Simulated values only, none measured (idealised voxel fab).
This section sets out a process module, namely voxel capacitor over wiring.
Displayed cross-section: cut, width of 295 nm, square cells sized 5 nm.
How to read a cross-section here: the picture is a grid of square cells, written as bands going from the top down, and any band can span one or more rows of cells. What a band's entry tells you: where the top is and where the bottom is, as heights in nm, and after that what lies inside, material by material from left to right, each with its width in nm. Empty space is written as the word "blank", and a single material marked with the word "throughout" occupies the band from edge to edge. Heads up on the height convention: 0 is the point under which the incoming wafer is all one material, and the lowest band has no bottom, it just keeps going down, like "0..down". Graded width ("30 to 40"): value in top row of band = first number; value in bottom row = second number; row-to-row change constant. "no change occurred" -> step changed no cross-section cell. Entry "Sealed voids" = empty spaces >= 8 cells with no open way to the top; each as width x height at distance, distance from left edge, all nm. On a step's line, text after the settings is the simulator commenting on that step. On any step carrying a mask, the "overlay nm" setting, if present on the step's line, tells how far right of its planned place the mask lay; negative values point to the left.
Here's what the planned process steps look like
1) RECEIVE with material Si
2) CONFORMAL_DEP with material SiO2, thk nm 10
3) DIRECTIONAL_DEP with material TiN, thk nm 5
4) DIRECTIONAL_DEP with material Ru, thk nm 20
5) PATTERN with tone cover, mask id METAL_1, material resist, width nm 20, pitch nm 80, thk nm 15, overlay nm 0
6) DIRECTIONAL_ETCH with etch materials Ru, depth nm 20
7) DIRECTIONAL_ETCH with etch materials TiN, depth nm 5
8) STRIP with etch materials resist
9) CONFORMAL_DEP with material SiN, thk nm 5
10) FILL_DEP with material SiO2, thk nm 10
11) CMP with height nm 35
12) CONFORMAL_DEP with material SiCN, thk nm 5
13) DIRECTIONAL_DEP with material SiO2, thk nm 20
14) MASKED_ETCH with tone open, mask id PLUG_1, width nm 15, etch materials SiO2, depth nm 20, overlay nm 0
15) MASKED_ETCH with tone open, mask id PLUG_1, width nm 15, etch materials SiCN, depth nm 5, overlay nm 0
16) CONFORMAL_DEP with material TiN, thk nm 5
17) FILL_DEP with material W, thk nm 10
18) CMP with height nm 60
19) DIRECTIONAL_DEP with material TiN, thk nm 5
20) DIRECTIONAL_DEP with material Al2O3, thk nm 5
21) DIRECTIONAL_DEP with material TiN, thk nm 5
22) MASKED_ETCH with tone cover, mask id UPPER_PLATE, width nm 65, etch materials TiN, depth nm 5, overlay nm 0
23) MASKED_ETCH with tone cover, mask id UPPER_PLATE, width nm 65, etch materials Al2O3, depth nm 5, overlay nm 0
24) PATTERN with tone cover, mask id LOWER_PLATE, material resist, width nm 75, thk nm 20, overlay nm 0
25) DIRECTIONAL_ETCH with etch materials TiN, depth nm 5
26) STRIP with etch materials resist
27) FILL_DEP with material SiO2, thk nm 20
28) CMP with height nm 90
29) PATTERN with tone open, mask id PLUG_2, material resist, width nm 15, thk nm 20, overlay nm 0
30) DIRECTIONAL_ETCH with etch materials SiO2, depth nm 15
31) STRIP with etch materials resist
32) CONFORMAL_DEP with material TiN, thk nm 5
33) FILL_DEP with material Ru, thk nm 10
34) CMP with height nm 90
35) CONFORMAL_DEP with material SiCN, thk nm 5
Cross-section of the wafer at receipt, which is the condition after step 1
	0..down: Si throughout
	Sealed voids: none
Module complete, cross-section. Starting point and plan per above. One mistake made in running the module
	95..90: SiCN throughout
	90..80: SiO2=110, TiN=5, Ru=5, TiN=5, SiO2=170
	80..70: SiO2=110 to 100, TiN=15 to 65, SiO2=170 to 130
	70..65: SiO2=100, Al2O3=65, SiO2=130
	65..60: SiO2=95, TiN=75, SiO2=125
	60..40: SiO2=100, TiN=5, W=5, TiN=5, SiO2=180
	40..35: SiCN=100, TiN=15, SiCN=180
	35..20: SiO2=90, SiN=5, Ru=20, SiN=5, SiO2=50, SiN=5, Ru=20, SiN=5, SiO2=95
	20..15: SiN=95, TiN=20, SiN=60, TiN=20, SiN=100
	15..0: SiO2 throughout
	0..down: Si throughout
	Sealed voids: none
In executing the process, a mistake was made relative to the plan: rather than as planned, step 2 actually ran as CONFORMAL_DEP with material SiO2, thk nm 15
